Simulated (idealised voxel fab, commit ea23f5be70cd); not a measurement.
Documented hereafter: the process module known as voxel gate over fins.
Displayed cross-section: cut, width of 215 nm, square cells sized 5 nm.
In what follows, cross-sections appear as grids of square cells, described through bands that run from the top down, where every band is one or more rows of cells. Band entry format. Leading values: height of top, height of bottom, nm. Remainder: materials in left-to-right order, each with its width in nm. Special words: "all across" on a single material, which then fills the band edge to edge; "blank", empty space. Height 0 is the level under which the wafer as received is all one material. The lowest band goes on downwards, as in "0 down". Width: "30 to 40" (first number = top row, second number = bottom row, same change from row to row of cells). Key: "no change" - step with no changed cell in the cross-section. Listed in "Enclosed internal voids": every empty space of 8 or more cells without an open way to the top. Form: width x height at distance, the distance being from the left edge, all in nm. Post-settings text on a step line: simulator's own remark regarding the step. overlay nm: where the mask lay relative to plan, measured to the right, on steps with a mask; negatives go left.
[Process steps (planned)]
1,RECEIVE,material Si
2,CONFORMAL_DEP,material SiN,thk nm 10
3,PATTERN,tone cover,mask id FINS,material resist,width nm 15,pitch nm 40,thk nm 15,overlay nm 0
4,DIRECTIONAL_ETCH,etch materials SiN,depth nm 10
5,DIRECTIONAL_ETCH,etch materials Si,depth nm 40
6,STRIP,etch materials resist
7,FILL_DEP,material SiO2,thk nm 15
8,CMP,height nm 10
9,SELECTIVE_ETCH,etch materials SiO2,depth nm 20
10,STRIP,etch materials SiN
11,CONFORMAL_DEP,material HfO2,thk nm 5
12,CONFORMAL_DEP,material TiN,thk nm 5
13,CONFORMAL_DEP,material TiAl,thk nm 5
14,CONFORMAL_DEP,material TiN,thk nm 5
15,FILL_DEP,material W,thk nm 15
16,CMP,height nm 30
17,CONFORMAL_DEP,material SiN,thk nm 10
[Cross-sectional view of the wafer in its as-received condition, corresponding to the state after step 1]
  0 down  Si all across
  Enclosed internal voids: none
[Module complete - cross-section of the first of two wafers, run according to plan]
  40 to 30  SiN all across
  30 to 20  W all across
  20 to 15  20 W, 175 TiN, 20 W
  15 to 10  20 W, 5 TiN, 165 TiAl, 5 TiN, 20 W
  10 to 5  25 TiN, 5 TiAl, 35 TiN, 5 TiAl, 35 TiN, 5 TiAl, 35 TiN, 5 TiAl, 35 TiN, 5 TiAl, 25 TiN
  5 to 0  30 TiAl, 5 TiN, 25 HfO2, 5 TiN, 5 TiAl, 5 TiN, 25 HfO2, 5 TiN, 5 TiAl, 5 TiN, 25 HfO2, 5 TiN, 5 TiAl, 5 TiN, 25 HfO2, 5 TiN, 30 TiAl
  0 to -5  35 TiN, 5 HfO2, 15 Si, 5 HfO2, 15 TiN, 5 HfO2, 15 Si, 5 HfO2, 15 TiN, 5 HfO2, 15 Si, 5 HfO2, 15 TiN, 5 HfO2, 15 Si, 5 HfO2, 35 TiN
  -5 to -10  40 HfO2, 15 Si, 25 HfO2, 15 Si, 25 HfO2, 15 Si, 25 HfO2, 15 Si, 40 HfO2
  -10 to -40  40 SiO2, 15 Si, 25 SiO2, 15 Si, 25 SiO2, 15 Si, 25 SiO2, 15 Si, 40 SiO2
  -40 down  Si all across
  Enclosed internal voids: none
[Second wafer of the two, sectioned at the end of the module. It began like the first and followed the same plan, but one mistake was made while running it]
  40 to 30  SiN all across
  30 to 20  W all across
  20 to 15  20 W, 175 TiN, 20 W
  15 to 10  20 W, 5 TiN, 165 TiAl, 5 TiN, 20 W
  10 to 5  25 TiN, 5 TiAl, 35 TiN, 5 TiAl, 35 TiN, 5 TiAl, 35 TiN, 5 TiAl, 35 TiN, 5 TiAl, 25 TiN
  5 to 0  30 TiAl, 5 TiN, 25 HfO2, 5 TiN, 5 TiAl, 5 TiN, 25 HfO2, 5 TiN, 5 TiAl, 5 TiN, 25 HfO2, 5 TiN, 5 TiAl, 5 TiN, 25 HfO2, 5 TiN, 30 TiAl
  0 to -5  35 TiN, 5 HfO2, 15 Si, 5 HfO2, 5 TiN, 5 TiAl, 5 TiN, 5 HfO2, 15 Si, 5 HfO2, 5 TiN, 5 TiAl, 5 TiN, 5 HfO2, 15 Si, 5 HfO2, 5 TiN, 5 TiAl, 5 TiN, 5 HfO2, 15 Si, 5 HfO2, 35 TiN
  -5 to -10  25 HfO2, 10 TiN, 5 HfO2, 15 Si, 5 HfO2, 5 TiN, 5 TiAl, 5 TiN, 5 HfO2, 15 Si, 5 HfO2, 5 TiN, 5 TiAl, 5 TiN, 5 HfO2, 15 Si, 5 HfO2, 5 TiN, 5 TiAl, 5 TiN, 5 HfO2, 15 Si, 5 HfO2, 10 TiN, 25 HfO2
  -10 to -15  20 SiO2, 5 HfO2, 10 TiN, 5 HfO2, 15 Si, 5 HfO2, 15 TiN, 5 HfO2, 15 Si, 5 HfO2, 15 TiN, 5 HfO2, 15 Si, 5 HfO2, 15 TiN, 5 HfO2, 15 Si, 5 HfO2, 10 TiN, 5 HfO2, 20 SiO2
  -15 to -20  20 SiO2, 20 HfO2, 15 Si, 25 HfO2, 15 Si, 25 HfO2, 15 Si, 25 HfO2, 15 Si, 20 HfO2, 20 SiO2
  -20 to -40  40 SiO2, 15 Si, 25 SiO2, 15 Si, 25 SiO2, 15 Si, 25 SiO2, 15 Si, 40 SiO2
  -40 down  Si all across
  Enclosed internal voids: none
Nonconformance to the process plan: the executed order of steps 9 and 10 is the reverse of that specified in the plan, each step having taken the other's position
Bottom line after processing is that, in cells, the second wafer is up or down on some materials versus the first: 20 more of HfO2, 46 fewer of SiO2, 6 more of TiAl, 20 more of TiN
